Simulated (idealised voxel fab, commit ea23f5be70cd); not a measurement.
process module | voxel released beams
cross-section cut | 220 nm wide | cells 5 nm
A cross-section is a grid of square cells, given in bands from the top down. A band is one or more rows of cells.
Each band's line starts with the height of the band's top and of its bottom, in nm. Then come its materials from left to right, each with its width in nm. One material with "throughout" fills the band from edge to edge. "air" is empty space.
Height 0 is the level under which the wafer as received is all one material. The lowest band goes on downwards, as in "0 down".
A width such as "30 to 40" changes by the same amount from each row of cells to the next, from the band's top row to its bottom row.
"no change" after a step means that no cell of the cross-section changed.
closed voids: empty space of 8 cells or more with no open way to the top, each as width x height at its distance from the left edge, in nm
after a step's settings: what the simulator itself notes on the step
overlay nm, on a step with a mask: how far to the right of its planned place the mask lay; to the left if negative
plan
1 op RECEIVE | material Si
2 op CONFORMAL_DEP | material Al2O3 | thk nm 10
3 op DIRECTIONAL_DEP | material SiO2 | thk nm 10
4 op DIRECTIONAL_DEP | material aC | thk nm 15
5 op PATTERN | tone open | mask id ANCHOR | material resist | width nm 35 | thk nm 30 | overlay nm 0
6 op DIRECTIONAL_ETCH | etch materials aC | depth nm 15
7 op STRIP | etch materials resist
8 op DIRECTIONAL_ETCH | etch materials SiO2 | depth nm 10
9 op STRIP | etch materials aC
10 op CONFORMAL_DEP | material W | thk nm 10
11 op MASKED_ETCH | tone cover | mask id BEAM | width nm 110 | etch materials W | depth nm 10 | overlay nm 0
12 op STRIP | etch materials SiO2
as received, after step 1
  0 down: Si throughout
  closed voids: none
a wafer at the end: this start, this plan, one mistake
  30 to 20: air 50 | W 15 | air 15 | W 85 | air 55
  20 to 10: air 55 | W 35 | air 130
  10 to 0: Al2O3 throughout
  0 down: Si throughout
  closed voids: none
what went wrong: step 11 ran as: op MASKED_ETCH | tone cover | mask id BEAM | width nm 115 | etch materials W | depth nm 10 | overlay nm 0
